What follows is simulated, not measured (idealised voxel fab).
Presented below is a process module, voxel capacitor over wiring.
Cross-section cut spans 175 nm and uses square cells 5 nm in size.
Cross-section = grid of square cells, listed top down in bands; band = one or more rows.
For a band, the entry starts with two heights in nm, that of the top and then that of the bottom, and carries on with the band's materials in order from left to right, each alongside its width in nm; the word "full width" beside a single material means it fills the band edge to edge, and "blank" means empty space.
Measure heights from 0. That's the level where, below it, the as-received wafer is all one material. The lowest band is bottomless and extends downward; write it as in "from 0 down".
A width given as "30 to 40" starts at the first number in the band's top row and ends at the second number in its bottom row, shifting by an equal amount at every step from row to row.
When a step is marked "remained the same", none of the cells in the cross-section changed during that step.
Closed internal cavities: empty space of 8 cells or more with no open way to the top, each as width x height at its distance from the left edge, in nm
Whatever follows a step's settings on its line is a remark the simulator itself makes about that step.
overlay nm: right-of-plan distance of the mask on a masked step; negative values mean left-of-plan.

[Below is the list of planned process steps]
1. RECEIVE, material Si
2. CONFORMAL_DEP, material SiO2, thk nm 5
3. DIRECTIONAL_DEP, material TiN, thk nm 5
4. DIRECTIONAL_DEP, material W, thk nm 15
5. PATTERN, tone cover, mask id METAL_1, material resist, width nm 25, pitch nm 75, thk nm 20, overlay nm 0
6. DIRECTIONAL_ETCH, etch materials W, depth nm 15
7. DIRECTIONAL_ETCH, etch materials TiN, depth nm 5
8. STRIP, etch materials resist
9. CONFORMAL_DEP, material SiCN, thk nm 5
10. FILL_DEP, material lowk, thk nm 5
11. CMP, height nm 30
12. CONFORMAL_DEP, material SiCN, thk nm 5
13. DIRECTIONAL_DEP, material lowk, thk nm 10
14. DIRECTIONAL_DEP, material aC, thk nm 15
15. PATTERN, tone open, mask id PLUG_1, material resist, width nm 15, thk nm 35, overlay nm 0
16. DIRECTIONAL_ETCH, etch materials aC, depth nm 15
17. STRIP, etch materials resist
18. DIRECTIONAL_ETCH, etch materials lowk, depth nm 10
19. DIRECTIONAL_ETCH, etch materials SiCN, depth nm 5
20. STRIP, etch materials aC
21. EPI, material Ru, thk nm 10
22. EPI, material Ru, thk nm 5
23. DIRECTIONAL_DEP, material TiN, thk nm 5
24. DIRECTIONAL_DEP, material Al2O3, thk nm 5
25. DIRECTIONAL_DEP, material TiN, thk nm 5
26. MASKED_ETCH, tone cover, mask id UPPER_PLATE, width nm 55, etch materials TiN, depth nm 5, overlay nm 0
27. MASKED_ETCH, tone cover, mask id UPPER_PLATE, width nm 55, etch materials Al2O3, depth nm 5, overlay nm 0
28. PATTERN, tone cover, mask id LOWER_PLATE, material resist, width nm 65, thk nm 20, overlay nm 0
29. DIRECTIONAL_ETCH, etch materials TiN, depth nm 5
30. STRIP, etch materials resist
31. FILL_DEP, material SiO2, thk nm 20
32. CMP, height nm 75
33. PATTERN, tone open, mask id PLUG_2, material resist, width nm 15, thk nm 20, overlay nm 0
34. DIRECTIONAL_ETCH, etch materials SiO2, depth nm 15
35. STRIP, etch materials resist
36. CONFORMAL_DEP, material TiN, thk nm 5
37. FILL_DEP, material W, thk nm 5
38. CMP, height nm 75
39. CONFORMAL_DEP, material SiCN, thk nm 5
Don't read the plan's thk nm for step 2 as applying to every wafer: that's the first wafer's value, and the wafers differ in it, though they all start identical.

[Cross-section of the first incoming wafer of several, state after step 1]
  from 0 down | Si full width
  Closed internal cavities: none

[First wafer of several, cross-section, module end, after step 39 (last)]
  from 80 to 75 | SiCN full width
  from 75 to 65 | 55 of SiO2, then 5 of TiN, then 5 of W, then 5 of TiN, then 105 of SiO2
  from 65 to 55 | 55 to 60 of SiO2, then 15 to 40 of TiN, then 105 to 75 of SiO2
  from 55 to 50 | 60 of SiO2, then 40 of Al2O3, then 75 of SiO2
  from 50 to 45 | 40 of SiO2, then 5 of TiN, then 15 of SiO2, then 45 of TiN, then 70 of SiO2
  from 45 to 40 | 45 of lowk, then 15 of TiN, then 115 of lowk
  from 40 to 35 | 45 of lowk, then 15 of Al2O3, then 115 of lowk
  from 35 to 30 | 45 of SiCN, then 15 of TiN, then 115 of SiCN
  from 30 to 25 | 30 of lowk, then 35 of SiCN, then 40 of lowk, then 35 of SiCN, then 35 of lowk
  from 25 to 10 | 30 of lowk, then 5 of SiCN, then 25 of W, then 5 of SiCN, then 40 of lowk, then 5 of SiCN, then 25 of W, then 5 of SiCN, then 35 of lowk
  from 10 to 5 | 35 of SiCN, then 25 of TiN, then 50 of SiCN, then 25 of TiN, then 40 of SiCN
  from 5 to 0 | SiO2 full width
  from 0 down | Si full width
  Closed internal cavities: none

[So this is the cross-section on the last wafer at the end of the module]
  from 80 to 75 | SiCN full width
  from 75 to 65 | 55 of SiO2, then 5 of TiN, then 5 of W, then 5 of TiN, then 105 of SiO2
  from 65 to 55 | 55 to 45 of SiO2, then 15 to 55 of TiN, then 105 to 75 of SiO2
  from 55 to 50 | 45 of SiO2, then 55 of Al2O3, then 75 of SiO2
  from 50 to 45 | 40 of SiO2, then 65 of TiN, then 70 of SiO2
  from 45 to 35 | 45 of lowk, then 15 of Ru, then 115 of lowk
  from 35 to 30 | 45 of SiCN, then 15 of Ru, then 115 of SiCN
  from 30 to 25 | 35 of SiCN, then 25 of TiN, then 50 of SiCN, then 25 of TiN, then 40 of SiCN
  from 25 to 0 | SiO2 full width
  from 0 down | Si full width
  Closed internal cavities: none

[Basically each wafer gets a line in the table, showing it at the end of the module: material by material, the cells it gained (+) or lost (-) since we got it, then its closed voids]
thk nm 5; +11 Al2O3; +118 SiCN; +210 SiO2; +41 TiN; +32 W; +148 lowk; Closed internal cavities: none
thk nm 10; +11 Al2O3; +9 Ru; +104 SiCN; +236 SiO2; +41 TiN; +32 W; +127 lowk; Closed internal cavities: none
thk nm 15; +11 Al2O3; +9 Ru; +100 SiCN; +271 SiO2; +41 TiN; +22 W; +106 lowk; Closed internal cavities: none
thk nm 20; +11 Al2O3; +9 Ru; +96 SiCN; +306 SiO2; +41 TiN; +12 W; +85 lowk; Closed internal cavities: none
thk nm 25; +11 Al2O3; +9 Ru; +92 SiCN; +341 SiO2; +41 TiN; +2 W; +64 lowk; Closed internal cavities: none
